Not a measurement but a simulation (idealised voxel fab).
Process module name: voxel self aligned vias
Pictured: cross-section cut, 290 nm wide, on a grid of 5 nm square cells.
Just so we're on the same page, the cross-sections are grids of square cells, and they're listed out in bands top to bottom, each band one or more rows deep. Band: top height; bottom height; in nm. Then, left to right: material with width in nm, for each material. "edge to edge": a single material spanning edge to edge. "empty": empty space. Note: height 0 marks the level under which the wafer is uniformly one material as received. Lowest band unbounded below, written "top 0, no bottom". Graded width ("30->40"): value in top row of band = first number; value in bottom row = second number; row-to-row change constant. It should be understood that the words "identical to before", when stated for a given step, signify that the cross-section underwent no change in any of its cells during that step. What "Completely enclosed voids" gives you is every empty space of 8 cells or more that is cut off from the top. Each appears as width x height at distance, with the distance taken from the left edge and width, height and distance all in nm. Where a step's line continues beyond its settings, the continuation is a remark by the simulator itself on that step. When a step includes a mask, the "overlay nm" setting on its line states how far to the right of its planned place that mask lay, and negative values state how far to the left.
**Process steps foreseen in the plan**
1) RECEIVE with material Si
2) CONFORMAL_DEP with material SiO2, thk nm 10
3) CONFORMAL_DEP with material SiCN, thk nm 5
4) DIRECTIONAL_DEP with material lowk, thk nm 20
5) MASKED_ETCH with tone open, mask id LINES, width nm 25, pitch nm 65, etch materials lowk, depth nm 20, overlay nm 0
6) CONFORMAL_DEP with material TiN, thk nm 5
7) FILL_DEP with material Ru, thk nm 10
8) CMP with height nm 35
9) SELECTIVE_ETCH with etch materials W Ru TiN, depth nm 5
10) FILL_DEP with material SiN, thk nm 10
11) CMP with height nm 35
12) DIRECTIONAL_DEP with material lowk, thk nm 15
13) DIRECTIONAL_DEP with material aC, thk nm 10
14) PATTERN with tone open, mask id VIAS, material resist, width nm 45, pitch nm 65, thk nm 25, overlay nm 0
15) DIRECTIONAL_ETCH with etch materials aC, depth nm 10
16) STRIP with etch materials resist
17) DIRECTIONAL_ETCH with etch materials lowk, depth nm 15
18) DIRECTIONAL_ETCH with etch materials SiN, depth nm 5
19) STRIP with etch materials aC
20) CONFORMAL_DEP with material TiN, thk nm 5
21) FILL_DEP with material Ru, thk nm 5
22) CMP with height nm 50
23) CONFORMAL_DEP with material SiCN, thk nm 5
**As-received state of the wafer in cross-section, equivalent to post-step 1**
    top 0, no bottom  Si edge to edge
    Completely enclosed voids: none
**Run as planned - first of the two wafers cross-sectioned at the end of the module**
    top 55, bottom 50  SiCN edge to edge
    top 50, bottom 40  lowk 90 nm; TiN 5 nm; Ru 35 nm; TiN 5 nm; lowk 20 nm; TiN 5 nm; Ru 35 nm; TiN 5 nm; lowk 90 nm
    top 40, bottom 35  lowk 90 nm; TiN 15 nm; Ru 15 nm; TiN 15 nm; lowk 20 nm; TiN 15 nm; Ru 15 nm; TiN 15 nm; lowk 90 nm
    top 35, bottom 30  lowk 100 nm; TiN 25 nm; lowk 40 nm; TiN 25 nm; lowk 100 nm
    top 30, bottom 20  lowk 100 nm; TiN 5 nm; Ru 15 nm; TiN 5 nm; lowk 40 nm; TiN 5 nm; Ru 15 nm; TiN 5 nm; lowk 100 nm
    top 20, bottom 15  lowk 100 nm; TiN 25 nm; lowk 40 nm; TiN 25 nm; lowk 100 nm
    top 15, bottom 10  SiCN edge to edge
    top 10, bottom 0  SiO2 edge to edge
    top 0, no bottom  Si edge to edge
    Completely enclosed voids: none
**What the second wafer looks like in cross-section once the module is done. Its start and its plan matched the first wafer's exactly; what differed was one mistake in how it was run**
    top 55, bottom 50  SiCN edge to edge
    top 50, bottom 40  Ru 85 nm; TiN 5 nm; lowk 45 nm; TiN 5 nm; Ru 10 nm; TiN 5 nm; lowk 45 nm; TiN 5 nm; Ru 85 nm
    top 40, bottom 35  TiN 90 nm; lowk 45 nm; TiN 20 nm; lowk 45 nm; TiN 90 nm
    top 35, bottom 30  lowk 100 nm; SiN 25 nm; lowk 40 nm; SiN 25 nm; lowk 100 nm
    top 30, bottom 20  lowk 100 nm; TiN 5 nm; Ru 15 nm; TiN 5 nm; lowk 40 nm; TiN 5 nm; Ru 15 nm; TiN 5 nm; lowk 100 nm
    top 20, bottom 15  lowk 100 nm; TiN 25 nm; lowk 40 nm; TiN 25 nm; lowk 100 nm
    top 15, bottom 10  SiCN edge to edge
    top 10, bottom 0  SiO2 edge to edge
    top 0, no bottom  Si edge to edge
    Completely enclosed voids: none
Short version of what went wrong: step 14 ran as: PATTERN with tone cover, mask id VIAS, material resist, width nm 45, pitch nm 65, thk nm 25, overlay nm 0
Count the cells at the end and the second wafer has more or fewer of some materials than the first: +38 Ru, +10 SiN, +18 TiN, -66 lowk
